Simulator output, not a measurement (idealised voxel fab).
process module | voxel released beams
Each square cell in cross-section cut measures 5 nm, and the section as a whole is 245 nm wide.
If you're reading a cross-section in this doc, picture square cells in a grid; it comes to you as bands, top ones listed first down to the bottom, and a band can be one or more rows of cells. The band entry comprises the height of the band's top followed by the height of its bottom, expressed in nm, and subsequently the band's materials from left to right, each stated together with its width in nm. Where a single material is marked with the word "throughout", that material fills the band from edge to edge. The word "blank" represents empty space. The level at which height equals 0 is the one under which the wafer, as it arrives, is entirely one material. No lower edge exists for the bottom band, which continues downward and is notated as in "top 0, no bottom". When a width is written as two numbers, as in "30..40", the first number is the width in the top row of cells of the band and the second is the width in its bottom row, and the width changes by the same amount from each row to the next. "everything unchanged" (step): cross-section cells unchanged, all of them. Look at "Catalogued sealed voids" for the closed voids: empty spaces with no open path to the top, sized 8 cells or up. Each is width x height at distance, distance from the left edge, all nm. It should be noted that, on the line of a given step, the content following the step's settings is a remark produced by the simulator itself with respect to that step. overlay nm: step with mask; distance mask lay right of planned place; negative value = left of planned place.
The following list gives the planned process steps:
| 1 | RECEIVE | material Si |
| 2 | CONFORMAL_DEP | material SiN | thk nm 10 |
| 3 | DIRECTIONAL_DEP | material SiO2 | thk nm 15 |
| 4 | MASKED_ETCH | tone open | mask id ANCHOR | width nm 35 | etch materials SiO2 | depth nm 15 | overlay nm 0 |
| 5 | CONFORMAL_DEP | material W | thk nm 10 |
| 6 | MASKED_ETCH | tone cover | mask id BEAM | width nm 85 | etch materials W | depth nm 10 | overlay nm 0 |
| 7 | STRIP | etch materials SiO2 |
Cross-section: wafer on arrival = after step 1:
    top 0, no bottom  Si throughout
    Catalogued sealed voids: none
Cross-section, first of two wafers, end of module, run as planned:
    top 35, bottom 25  blank 75  W 15  blank 15  W 55  blank 85
    top 25, bottom 20  blank 80  W 10  blank 15  W 10  blank 130
    top 20, bottom 10  blank 80  W 35  blank 130
    top 10, bottom 0  SiN throughout
    top 0, no bottom  Si throughout
    Catalogued sealed voids: none
Cross-section at end of module for the second wafer of two, which matched the first in starting point and plan and differed by one mistake in its processing:
    top 35, bottom 25  blank 70  W 20  blank 15  W 60  blank 80
    top 25, bottom 20  blank 80  W 10  blank 15  W 10  blank 130
    top 20, bottom 10  blank 80  W 35  blank 130
    top 10, bottom 0  SiN throughout
    top 0, no bottom  Si throughout
    Catalogued sealed voids: none
Against the plan, the run slipped here: in deviation from the planned setting, step 6 was conducted as MASKED_ETCH | tone cover | mask id BEAM | width nm 95 | etch materials W | depth nm 10 | overlay nm 0
Heads up, by the end the second wafer has more or fewer cells of some materials compared to the first: W +4
